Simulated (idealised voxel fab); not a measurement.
process module | voxel spacer lines
cross-section cut | 220 nm wide | cells 5 nm
A cross-section is a grid of square cells, given in bands from the top down. A band is one or more rows of cells.
Each band's line starts with the height of the band's top and of its bottom, in nm. Then come its materials from left to right, each with its width in nm. One material with "throughout" fills the band from edge to edge. "air" is empty space.
Height 0 is the level under which the wafer as received is all one material. The lowest band goes on downwards, as in "0 down".
A width such as "30 to 40" changes by the same amount from each row of cells to the next, from the band's top row to its bottom row.
"no change" after a step means that no cell of the cross-section changed.
closed voids: empty space of 8 cells or more with no open way to the top, each as width x height at its distance from the left edge, in nm
after a step's settings: what the simulator itself notes on the step
overlay nm, on a step with a mask: how far to the right of its planned place the mask lay; to the left if negative
plan
1 op RECEIVE | material Si
2 op CONFORMAL_DEP | material Al2O3 | thk nm 5
3 op DIRECTIONAL_DEP | material W | thk nm 10
4 op DIRECTIONAL_DEP | material aC | thk nm 20
5 op PATTERN | tone cover | mask id MANDREL | material resist | width nm 15 | pitch nm 60 | thk nm 30 | overlay nm 0
6 op DIRECTIONAL_ETCH | etch materials aC | depth nm 20
7 op STRIP | etch materials resist
8 op CONFORMAL_DEP | material SiO2 | thk nm 15
9 op DIRECTIONAL_ETCH | etch materials SiO2 | depth nm 15
10 op STRIP | etch materials aC
11 op DIRECTIONAL_ETCH | etch materials W | depth nm 10
12 op STRIP | etch materials SiO2
13 op FILL_DEP | material SiO2 | thk nm 10
14 op CMP | height nm 15
varied across the wafers: width nm of step 5. The plan shows the first wafer's value. All wafers start alike
first wafer as received, after step 1
  0 down: Si throughout
  closed voids: none
first wafer at the end, after step 14
  15 to 5: SiO2 55 | W 15 | SiO2 15 | W 15 | SiO2 15 | W 15 | SiO2 15 | W 15 | SiO2 60
  5 to 0: Al2O3 throughout
  0 down: Si throughout
  closed voids: none
last wafer at the end
  15 to 5: SiO2 50 | W 15 | SiO2 30 | W 30 | SiO2 30 | W 15 | SiO2 50
  5 to 0: Al2O3 throughout
  0 down: Si throughout
  closed voids: none
each wafer at the end: cells of each material gained (+) or lost (-) since it was received, then its closed voids
width nm 15 | +44 Al2O3 | +64 SiO2 | +24 W | closed voids: none
width nm 20 | +44 Al2O3 | +64 SiO2 | +24 W | closed voids: none
width nm 25 | +44 Al2O3 | +64 SiO2 | +24 W | closed voids: none
width nm 30 | +44 Al2O3 | +64 SiO2 | +24 W | closed voids: none
